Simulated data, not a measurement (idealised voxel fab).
Process module heading - voxel spacer lines
cross-section cut | 190 nm wide | cells 5 nm
Cross-section format: a grid of square cells, given as bands from top to bottom; each band is one or more rows of cells. Read a band's entry like this: the first values are the height of its top and the height of its bottom in nm, and what follows is the sequence of materials from left to right, each with its width in nm. Note that "empty" is empty space, and that a single material marked "throughout" reaches across the band from edge to edge. Zero point of the height axis is 0; under it, received wafer = one material. Lowest band: continues down indefinitely, "0 -> down". Note: "30 to 40" means the width goes from the first number (top row of the band) to the second number (bottom row) in equal steps per row of cells. Given "remained unchanged" for a step, no cell of the cross-section differs between before and after that step. "Enclosed internal voids" specifies each empty space that is not open to the top and that occupies no fewer than 8 cells, using the form width x height at distance, the distance measured from the left edge and all three quantities in nm. Whatever follows a step's settings on its line is a remark the simulator itself makes about that step. overlay nm: right-of-plan distance of the mask on a masked step; negative values mean left-of-plan.

THE PROCESS STEPS THAT WERE PLANNED ARE LISTED BELOW
| 1 | RECEIVE (material Si) |
| 2 | CONFORMAL_DEP (material Al2O3; thk nm 10) |
| 3 | DIRECTIONAL_DEP (material TiN; thk nm 10) |
| 4 | DIRECTIONAL_DEP (material aC; thk nm 30) |
| 5 | PATTERN (tone cover; mask id MANDREL; material resist; width nm 15; pitch nm 50; thk nm 40; overlay nm 0) |
| 6 | DIRECTIONAL_ETCH (etch materials aC; depth nm 30) |
| 7 | STRIP (etch materials resist) |
| 8 | CONFORMAL_DEP (material SiN; thk nm 10) |
| 9 | DIRECTIONAL_ETCH (etch materials SiN; depth nm 10) |
| 10 | STRIP (etch materials aC) |
| 11 | DIRECTIONAL_ETCH (etch materials TiN; depth nm 10) |
| 12 | STRIP (etch materials SiN) |

THE FIRST OF TWO WAFERS, RUN AS PLANNED

WAFER CROSS-SECTION ON RECEIPT, I.E. AFTER STEP 1
- 0 -> down: Si throughout
- Enclosed internal voids: none

CROSS-SECTION THROUGH THE WAFER, STEP 2 FINISHED
- 10 -> 0: Al2O3 throughout
- Below a height of 0, the structure has not been altered.

CROSS-SECTION THROUGH THE WAFER, STEP 3 FINISHED
- 20 -> 10: TiN throughout
- Below a height of 10, the structure has not been altered.

CROSS-SECTION THROUGH THE WAFER, STEP 4 FINISHED
- 50 -> 20: aC throughout
- Below a height of 20, the structure has not been altered.

CROSS-SECTION THROUGH THE WAFER, STEP 5 FINISHED
- 90 -> 50: empty 60 nm, resist 15 nm, empty 35 nm, resist 15 nm, empty 65 nm
- Below a height of 50, the structure has not been altered.

CROSS-SECTION THROUGH THE WAFER, STEP 6 FINISHED
- 60 -> 50: empty 60 nm, resist 15 nm, empty 35 nm, resist 15 nm, empty 65 nm
- 50 -> 20: empty 60 nm, aC 15 nm, empty 35 nm, aC 15 nm, empty 65 nm
- Below a height of 20, the structure has not been altered.

CROSS-SECTION THROUGH THE WAFER, STEP 7 FINISHED
- 50 -> 20: empty 60 nm, aC 15 nm, empty 35 nm, aC 15 nm, empty 65 nm
- Below a height of 20, the structure has not been altered.

CROSS-SECTION THROUGH THE WAFER, STEP 8 FINISHED
- 60 -> 50: empty 50 nm, SiN 35 nm, empty 15 nm, SiN 35 nm, empty 55 nm
- 50 -> 30: empty 50 nm, SiN 10 nm, aC 15 nm, SiN 10 nm, empty 15 nm, SiN 10 nm, aC 15 nm, SiN 10 nm, empty 55 nm
- 30 -> 20: SiN 60 nm, aC 15 nm, SiN 35 nm, aC 15 nm, SiN 65 nm
- Below a height of 20, the structure has not been altered.

CROSS-SECTION THROUGH THE WAFER, STEP 9 FINISHED
- 50 -> 20: empty 50 nm, SiN 10 nm, aC 15 nm, SiN 10 nm, empty 15 nm, SiN 10 nm, aC 15 nm, SiN 10 nm, empty 55 nm
- Below a height of 20, the structure has not been altered.

CROSS-SECTION THROUGH THE WAFER, STEP 10 FINISHED
- 50 -> 20: empty 50 nm, SiN 10 nm, empty 15 nm, SiN 10 nm, empty 15 nm, SiN 10 nm, empty 15 nm, SiN 10 nm, empty 55 nm
- Below a height of 20, the structure has not been altered.

CROSS-SECTION THROUGH THE WAFER, STEP 11 FINISHED
- 50 -> 20: empty 50 nm, SiN 10 nm, empty 15 nm, SiN 10 nm, empty 15 nm, SiN 10 nm, empty 15 nm, SiN 10 nm, empty 55 nm
- 20 -> 10: empty 50 nm, TiN 10 nm, empty 15 nm, TiN 10 nm, empty 15 nm, TiN 10 nm, empty 15 nm, TiN 10 nm, empty 55 nm
- Below a height of 10, the structure has not been altered.

CROSS-SECTION THROUGH THE WAFER, STEP 12 FINISHED
- 20 -> 10: empty 50 nm, TiN 10 nm, empty 15 nm, TiN 10 nm, empty 15 nm, TiN 10 nm, empty 15 nm, TiN 10 nm, empty 55 nm
- Below a height of 10, the structure has not been altered.

COMPANION WAFER, THE SECOND OF TWO: SAME BEGINNING, SAME INTENDED SEQUENCE, ONE MISTAKE IN CARRYING IT OUT; THROUGH STEP 4 INCLUSIVE IT TRACKS THE FIRST EXACTLY

SECOND WAFER, CROSS-SECTION, PLANNED END OF STEP 5
- 90 -> 50: resist 60 nm, empty 15 nm, resist 35 nm, empty 15 nm, resist 65 nm
- Below a height of 50, the structure has not been altered.

SECOND WAFER, CROSS-SECTION, PLANNED END OF STEP 6
- 60 -> 50: resist 60 nm, empty 15 nm, resist 35 nm, empty 15 nm, resist 65 nm
- 50 -> 20: aC 60 nm, empty 15 nm, aC 35 nm, empty 15 nm, aC 65 nm
- Below a height of 20, the structure has not been altered.

SECOND WAFER, CROSS-SECTION, PLANNED END OF STEP 7
- 50 -> 20: aC 60 nm, empty 15 nm, aC 35 nm, empty 15 nm, aC 65 nm
- Below a height of 20, the structure has not been altered.

SECOND WAFER, CROSS-SECTION, PLANNED END OF STEP 8
- 60 -> 50: SiN throughout
- 50 -> 20: aC 60 nm, SiN 15 nm, aC 35 nm, SiN 15 nm, aC 65 nm
- Below a height of 20, the structure has not been altered.

SECOND WAFER, CROSS-SECTION, PLANNED END OF STEP 9
- 50 -> 20: aC 60 nm, SiN 15 nm, aC 35 nm, SiN 15 nm, aC 65 nm
- Below a height of 20, the structure has not been altered.

SECOND WAFER, CROSS-SECTION, PLANNED END OF STEP 10
- 50 -> 20: empty 60 nm, SiN 15 nm, empty 35 nm, SiN 15 nm, empty 65 nm
- Below a height of 20, the structure has not been altered.

SECOND WAFER, CROSS-SECTION, PLANNED END OF STEP 11
- 50 -> 20: empty 60 nm, SiN 15 nm, empty 35 nm, SiN 15 nm, empty 65 nm
- 20 -> 10: empty 60 nm, TiN 15 nm, empty 35 nm, TiN 15 nm, empty 65 nm
- Below a height of 10, the structure has not been altered.

SECOND WAFER, CROSS-SECTION, PLANNED END OF STEP 12
- 20 -> 10: empty 60 nm, TiN 15 nm, empty 35 nm, TiN 15 nm, empty 65 nm
- Below a height of 10, the structure has not been altered.
Diagnosis: step 5 deviated from plan and actually ran as PATTERN (tone open; mask id MANDREL; material resist; width nm 15; pitch nm 50; thk nm 40; overlay nm 0)
Final difference in cells, second wafer against first, listed per material as more or fewer: 4 fewer of TiN
